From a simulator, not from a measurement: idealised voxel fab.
process module | voxel trench capacitor
Section cut is 275 nm wide and gridded with 5 nm square cells.
A cross-section is a grid of square cells, given in bands from the top down. A band is one or more rows of cells. Band entry format. Leading values: height of top, height of bottom, nm. Remainder: materials in left-to-right order, each with its width in nm. Special words: "full width" on a single material, which then fills the band edge to edge; "blank", empty space. Where do heights start? At 0: under that level the wafer as delivered is made of one material only. And the lowest band has no floor; it just carries on downward, as in "z 0 and below". A width given as "30->40" starts at the first number in the band's top row and ends at the second number in its bottom row, shifting by an equal amount at every step from row to row. Key: "nothing changed" - step with no changed cell in the cross-section. Each empty space that has no open way to the top and spans at least 8 cells appears under "Enclosed internal voids" as width x height at distance, the distance counted from the left edge, all in nm. after a step's settings: what the simulator itself notes on the step. The optional step-line setting "overlay nm" applies to steps with a mask and quantifies how far to the right of its planned location the mask lay, a negative value indicating leftward placement.

Steps in the process plan
1. RECEIVE with material Si
2. CONFORMAL_DEP with material SiN, thk nm 10
3. DIRECTIONAL_DEP with material aC, thk nm 10
4. PATTERN with tone open, mask id TRENCH, material resist, width nm 25, pitch nm 40, thk nm 25, overlay nm 0
5. DIRECTIONAL_ETCH with etch materials aC, depth nm 10
6. STRIP with etch materials resist
7. DIRECTIONAL_ETCH with etch materials SiN, depth nm 10
8. DIRECTIONAL_ETCH with etch materials Si, depth nm 30
9. STRIP with etch materials aC
10. CONFORMAL_DEP with material HfO2, thk nm 5
11. CONFORMAL_DEP with material TiN, thk nm 5
12. FILL_DEP with material W, thk nm 10
13. CMP with height nm 10

First of two wafers: run as planned

Cross-section of the wafer as it came to us, i.e., already through step 1
* z 0 and below | Si full width
* Enclosed internal voids: none

Upon completion of step 2, the wafer appears in cross-section as shown
* z 10 to 0 | SiN full width
* Nothing below the height 0 has changed.

Upon completion of step 3, the wafer appears in cross-section as shown
* z 20 to 10 | aC full width
* Nothing below the height 10 has changed.

Upon completion of step 4, the wafer appears in cross-section as shown
* z 45 to 20 | resist: 105, blank: 25, resist: 15, blank: 25, resist: 105
* Nothing below the height 20 has changed.

Upon completion of step 5, the wafer appears in cross-section as shown
* z 35 to 20 | resist: 105, blank: 25, resist: 15, blank: 25, resist: 105
* z 20 to 10 | aC: 105, blank: 25, aC: 15, blank: 25, aC: 105
* Nothing below the height 10 has changed.

Upon completion of step 6, the wafer appears in cross-section as shown
* z 20 to 10 | aC: 105, blank: 25, aC: 15, blank: 25, aC: 105
* Nothing below the height 10 has changed.

Upon completion of step 7, the wafer appears in cross-section as shown
* z 20 to 10 | aC: 105, blank: 25, aC: 15, blank: 25, aC: 105
* z 10 to 0 | SiN: 105, blank: 25, SiN: 15, blank: 25, SiN: 105
* Nothing below the height 0 has changed.

Upon completion of step 8, the wafer appears in cross-section as shown
* z 20 to 10 | aC: 105, blank: 25, aC: 15, blank: 25, aC: 105
* z 10 to 0 | SiN: 105, blank: 25, SiN: 15, blank: 25, SiN: 105
* z 0 to -30 | Si: 105, blank: 25, Si: 15, blank: 25, Si: 105
* Nothing below the height -30 has changed.

Upon completion of step 9, the wafer appears in cross-section as shown
* z 10 to 0 | SiN: 105, blank: 25, SiN: 15, blank: 25, SiN: 105
* Nothing below the height 0 has changed.

Upon completion of step 10, the wafer appears in cross-section as shown
* z 15 to 10 | HfO2: 110, blank: 15, HfO2: 25, blank: 15, HfO2: 110
* z 10 to 0 | SiN: 105, HfO2: 5, blank: 15, HfO2: 5, SiN: 15, HfO2: 5, blank: 15, HfO2: 5, SiN: 105
* z 0 to -25 | Si: 105, HfO2: 5, blank: 15, HfO2: 5, Si: 15, HfO2: 5, blank: 15, HfO2: 5, Si: 105
* z -25 to -30 | Si: 105, HfO2: 25, Si: 15, HfO2: 25, Si: 105
* Nothing below the height -30 has changed.

Upon completion of step 11, the wafer appears in cross-section as shown
* z 20 to 15 | TiN: 115, blank: 5, TiN: 35, blank: 5, TiN: 115
* z 15 to 10 | HfO2: 110, TiN: 5, blank: 5, TiN: 5, HfO2: 25, TiN: 5, blank: 5, TiN: 5, HfO2: 110
* z 10 to 0 | SiN: 105, HfO2: 5, TiN: 5, blank: 5, TiN: 5, HfO2: 5, SiN: 15, HfO2: 5, TiN: 5, blank: 5, TiN: 5, HfO2: 5, SiN: 105
* z 0 to -20 | Si: 105, HfO2: 5, TiN: 5, blank: 5, TiN: 5, HfO2: 5, Si: 15, HfO2: 5, TiN: 5, blank: 5, TiN: 5, HfO2: 5, Si: 105
* z -20 to -25 | Si: 105, HfO2: 5, TiN: 15, HfO2: 5, Si: 15, HfO2: 5, TiN: 15, HfO2: 5, Si: 105
* Nothing below the height -25 has changed.

Upon completion of step 12, the wafer appears in cross-section as shown
* z 30 to 20 | W full width
* z 20 to 15 | TiN: 115, W: 5, TiN: 35, W: 5, TiN: 115
* z 15 to 10 | HfO2: 110, TiN: 5, W: 5, TiN: 5, HfO2: 25, TiN: 5, W: 5, TiN: 5, HfO2: 110
* z 10 to 0 | SiN: 105, HfO2: 5, TiN: 5, W: 5, TiN: 5, HfO2: 5, SiN: 15, HfO2: 5, TiN: 5, W: 5, TiN: 5, HfO2: 5, SiN: 105
* z 0 to -20 | Si: 105, HfO2: 5, TiN: 5, W: 5, TiN: 5, HfO2: 5, Si: 15, HfO2: 5, TiN: 5, W: 5, TiN: 5, HfO2: 5, Si: 105
* Nothing below the height -20 has changed.

Upon completion of step 13, the wafer appears in cross-section as shown
* z 10 to 0 | SiN: 105, HfO2: 5, TiN: 5, W: 5, TiN: 5, HfO2: 5, SiN: 15, HfO2: 5, TiN: 5, W: 5, TiN: 5, HfO2: 5, SiN: 105
* Nothing below the height 0 has changed.

Wafer two of the pair: same origin, same plan, one error during the run; identical to wafer one up to and including step 7

Second wafer cross-section, taken as of the time the plan sets for step 8 to be done
* z 20 to 10 | aC: 105, blank: 25, aC: 15, blank: 25, aC: 105
* z 10 to 0 | SiN: 105, blank: 25, SiN: 15, blank: 25, SiN: 105
* z 0 to -60 | Si: 105, blank: 25, Si: 15, blank: 25, Si: 105
* Nothing below the height -60 has changed.

Second wafer cross-section, taken as of the time the plan sets for step 9 to be done
* z 10 to 0 | SiN: 105, blank: 25, SiN: 15, blank: 25, SiN: 105
* Nothing below the height 0 has changed.

Second wafer cross-section, taken as of the time the plan sets for step 10 to be done
* z 15 to 10 | HfO2: 110, blank: 15, HfO2: 25, blank: 15, HfO2: 110
* z 10 to 0 | SiN: 105, HfO2: 5, blank: 15, HfO2: 5, SiN: 15, HfO2: 5, blank: 15, HfO2: 5, SiN: 105
* z 0 to -55 | Si: 105, HfO2: 5, blank: 15, HfO2: 5, Si: 15, HfO2: 5, blank: 15, HfO2: 5, Si: 105
* z -55 to -60 | Si: 105, HfO2: 25, Si: 15, HfO2: 25, Si: 105
* Nothing below the height -60 has changed.

Second wafer cross-section, taken as of the time the plan sets for step 11 to be done
* z 20 to 15 | TiN: 115, blank: 5, TiN: 35, blank: 5, TiN: 115
* z 15 to 10 | HfO2: 110, TiN: 5, blank: 5, TiN: 5, HfO2: 25, TiN: 5, blank: 5, TiN: 5, HfO2: 110
* z 10 to 0 | SiN: 105, HfO2: 5, TiN: 5, blank: 5, TiN: 5, HfO2: 5, SiN: 15, HfO2: 5, TiN: 5, blank: 5, TiN: 5, HfO2: 5, SiN: 105
* z 0 to -50 | Si: 105, HfO2: 5, TiN: 5, blank: 5, TiN: 5, HfO2: 5, Si: 15, HfO2: 5, TiN: 5, blank: 5, TiN: 5, HfO2: 5, Si: 105
* z -50 to -55 | Si: 105, HfO2: 5, TiN: 15, HfO2: 5, Si: 15, HfO2: 5, TiN: 15, HfO2: 5, Si: 105
* Nothing below the height -55 has changed.

Second wafer cross-section, taken as of the time the plan sets for step 12 to be done
* z 30 to 20 | W full width
* z 20 to 15 | TiN: 115, W: 5, TiN: 35, W: 5, TiN: 115
* z 15 to 10 | HfO2: 110, TiN: 5, W: 5, TiN: 5, HfO2: 25, TiN: 5, W: 5, TiN: 5, HfO2: 110
* z 10 to 0 | SiN: 105, HfO2: 5, TiN: 5, W: 5, TiN: 5, HfO2: 5, SiN: 15, HfO2: 5, TiN: 5, W: 5, TiN: 5, HfO2: 5, SiN: 105
* z 0 to -50 | Si: 105, HfO2: 5, TiN: 5, W: 5, TiN: 5, HfO2: 5, Si: 15, HfO2: 5, TiN: 5, W: 5, TiN: 5, HfO2: 5, Si: 105
* Nothing below the height -50 has changed.

Second wafer cross-section, taken as of the time the plan sets for step 13 to be done
* z 10 to 0 | SiN: 105, HfO2: 5, TiN: 5, W: 5, TiN: 5, HfO2: 5, SiN: 15, HfO2: 5, TiN: 5, W: 5, TiN: 5, HfO2: 5, SiN: 105
* Nothing below the height 0 has changed.
Deviation noted in wafer processing: step 8 was run twice
End of process, cell counts, second wafer against first, materials with more or fewer: HfO2 +24, Si -60, TiN +24, W +12
